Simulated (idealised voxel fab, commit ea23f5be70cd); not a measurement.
process module | voxel ribs on slabs
cross-section cut | 295 nm wide | cells 5 nm
A cross-section is a grid of square cells, given in bands from the top down. A band is one or more rows of cells.
Each band's line starts with the height of the band's top and of its bottom, in nm. Then come its materials from left to right, each with its width in nm. One material with "throughout" fills the band from edge to edge. "air" is empty space.
Height 0 is the level under which the wafer as received is all one material. The lowest band goes on downwards, as in "0 down".
A width such as "30 to 40" changes by the same amount from each row of cells to the next, from the band's top row to its bottom row.
"no change" after a step means that no cell of the cross-section changed.
closed voids: empty space of 8 cells or more with no open way to the top, each as width x height at its distance from the left edge, in nm
after a step's settings: what the simulator itself notes on the step
overlay nm, on a step with a mask: how far to the right of its planned place the mask lay; to the left if negative
plan
1 op RECEIVE | material Si
2 op DIRECTIONAL_DEP | material SiO2 | thk nm 20
3 op DIRECTIONAL_DEP | material polySi | thk nm 25
4 op DIRECTIONAL_DEP | material aC | thk nm 10
5 op PATTERN | tone cover | mask id RIB | material resist | width nm 15 | thk nm 30 | overlay nm 0
6 op DIRECTIONAL_ETCH | etch materials aC | depth nm 10
7 op STRIP | etch materials resist
8 op DIRECTIONAL_ETCH | etch materials polySi | depth nm 15
9 op STRIP | etch materials aC
10 op DIRECTIONAL_DEP | material aC | thk nm 15
11 op PATTERN | tone cover | mask id SLAB | material resist | width nm 55 | thk nm 35 | overlay nm 0
12 op DIRECTIONAL_ETCH | etch materials aC | depth nm 15
13 op STRIP | etch materials resist
14 op DIRECTIONAL_ETCH | etch materials polySi | depth nm 10
15 op STRIP | etch materials aC
16 op FILL_DEP | material SiO2 | thk nm 15
17 op CMP | height nm 55
18 op DIRECTIONAL_DEP | material TiN | thk nm 10
19 op PATTERN | tone cover | mask id HEATER | material resist | width nm 25 | thk nm 20 | overlay nm 0
20 op DIRECTIONAL_ETCH | etch materials TiN | depth nm 10
21 op STRIP | etch materials resist
22 op CONFORMAL_DEP | material SiO2 | thk nm 5
as received, after step 1
  0 down: Si throughout
  closed voids: none
first wafer at the end, as planned
  70 to 65: air 130 | SiO2 35 | air 130
  65 to 60: air 130 | SiO2 5 | TiN 25 | SiO2 5 | air 130
  60 to 55: SiO2 135 | TiN 25 | SiO2 135
  55 to 45: SiO2 throughout
  45 to 30: SiO2 140 | polySi 15 | SiO2 140
  30 to 20: SiO2 120 | polySi 55 | SiO2 120
  20 to 0: SiO2 throughout
  0 down: Si throughout
  closed voids: none
second wafer at the end: like start, like plan, one mistake
  70 to 65: air 130 | SiO2 35 | air 130
  65 to 60: air 130 | SiO2 5 | TiN 25 | SiO2 5 | air 130
  60 to 55: SiO2 135 | TiN 25 | SiO2 135
  55 to 50: SiO2 140 | polySi 15 | SiO2 140
  50 to 40: SiO2 120 | polySi 55 | SiO2 120
  40 to 0: SiO2 throughout
  0 down: Si throughout
  closed voids: none
what went wrong: step 2 was run twice
at the end the second wafer has, in cells: 6 more of SiO2 | 6 fewer of polySi
